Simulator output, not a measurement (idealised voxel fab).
The document below concerns the process module designated voxel gate over fins.
Square cells of 5 nm make up the cross-section cut, whose width is 180 nm.
We lay out every cross-section as a grid of square cells and spell it out in bands from the top down, where one band means one or more rows of cells. Look at the band entry: it leads with the top's height and the bottom's height in nm. Then it lists the materials left to right, with a width in nm for each. The word "edge to edge" on a single material says that material fills the band edge to edge. The word "empty" is empty space. Height is counted from the level 0, under which the received wafer is composed throughout of one material. The lowest of the bands is not closed at the bottom but continues downward, in the notation "top 0, no bottom". Width "30->40": first value at the band's top row of cells, second value at its bottom row, equal change from row to row. A step reported as "remained unchanged" is a step in which no cell of the cross-section changed. The entry titled "Non-vented voids" provides the empty spaces that have no open way to the top, restricted to those of 8 cells or more. Each is presented as width x height at distance, the distance being measured from the left edge, with all three in nm. What comes after the settings on a step's line is commentary from the simulator itself on that step. What "overlay nm" on a step's line means: if the step has a mask, that mask lay this far to the right of its planned place, or, when the value is negative, to the left.
**plan**
- 1: RECEIVE [material Si]
- 2: CONFORMAL_DEP [material SiN] [thk nm 5]
- 3: PATTERN [tone cover] [mask id FINS] [material resist] [width nm 15] [pitch nm 35] [thk nm 15] [overlay nm 0]
- 4: DIRECTIONAL_ETCH [etch materials SiN] [depth nm 5]
- 5: DIRECTIONAL_ETCH [etch materials Si] [depth nm 35]
- 6: STRIP [etch materials resist]
- 7: FILL_DEP [material SiO2] [thk nm 5]
- 8: CMP [height nm 5]
- 9: SELECTIVE_ETCH [etch materials SiO2] [depth nm 15]
- 10: STRIP [etch materials SiN]
- 11: CONFORMAL_DEP [material HfO2] [thk nm 5]
- 12: CONFORMAL_DEP [material TiN] [thk nm 5]
- 13: FILL_DEP [material W] [thk nm 10]
- 14: CMP [height nm 15]
- 15: CONFORMAL_DEP [material SiN] [thk nm 5]
**The cross-section here shows the wafer as received, i.e. in its state after step 1**
	top 0, no bottom: Si edge to edge
	Non-vented voids: none
**Post-module cross-section of the first of two wafers (run per plan)**
	top 20, bottom 15: SiN edge to edge
	top 15, bottom 10: W edge to edge
	top 10, bottom 5: 35 of W / 105 of TiN / 40 of W
	top 5, bottom 0: 35 of W / 5 of TiN / 25 of HfO2 / 10 of TiN / 25 of HfO2 / 10 of TiN / 25 of HfO2 / 5 of TiN / 40 of W
	top 0, bottom -5: 40 of TiN / 5 of HfO2 / 15 of Si / 5 of HfO2 / 10 of TiN / 5 of HfO2 / 15 of Si / 5 of HfO2 / 10 of TiN / 5 of HfO2 / 15 of Si / 5 of HfO2 / 45 of TiN
	top -5, bottom -10: 45 of HfO2 / 15 of Si / 20 of HfO2 / 15 of Si / 20 of HfO2 / 15 of Si / 50 of HfO2
	top -10, bottom -35: 45 of SiO2 / 15 of Si / 20 of SiO2 / 15 of Si / 20 of SiO2 / 15 of Si / 50 of SiO2
	top -35, no bottom: Si edge to edge
	Non-vented voids: none
**Wafer two, sectioned after the module: the first wafer's start, the first wafer's plan, and one mistake in how it was run**
	top 20, bottom 15: SiN edge to edge
	top 15, bottom 10: W edge to edge
	top 10, bottom 5: 35 of W / 110 of TiN / 35 of W
	top 5, bottom 0: 35 of W / 5 of TiN / 30 of HfO2 / 5 of TiN / 30 of HfO2 / 5 of TiN / 30 of HfO2 / 5 of TiN / 35 of W
	top 0, bottom -5: 40 of TiN / 5 of HfO2 / 20 of Si / 5 of HfO2 / 5 of TiN / 5 of HfO2 / 20 of Si / 5 of HfO2 / 5 of TiN / 5 of HfO2 / 20 of Si / 5 of HfO2 / 40 of TiN
	top -5, bottom -10: 45 of HfO2 / 20 of Si / 15 of HfO2 / 20 of Si / 15 of HfO2 / 20 of Si / 45 of HfO2
	top -10, bottom -35: 45 of SiO2 / 20 of Si / 15 of SiO2 / 20 of Si / 15 of SiO2 / 20 of Si / 45 of SiO2
	top -35, no bottom: Si edge to edge
	Non-vented voids: none
What broke from the plan during processing? step 3 was run on a setting that differed from the plan, and what really ran there is PATTERN [tone cover] [mask id FINS] [material resist] [width nm 20] [pitch nm 35] [thk nm 15] [overlay nm 0]
Per the end-of-run cell counts, the second wafer holds more or fewer of some materials than the first: Si: 21 more; SiO2: 15 fewer; TiN: 4 fewer; W: 2 fewer
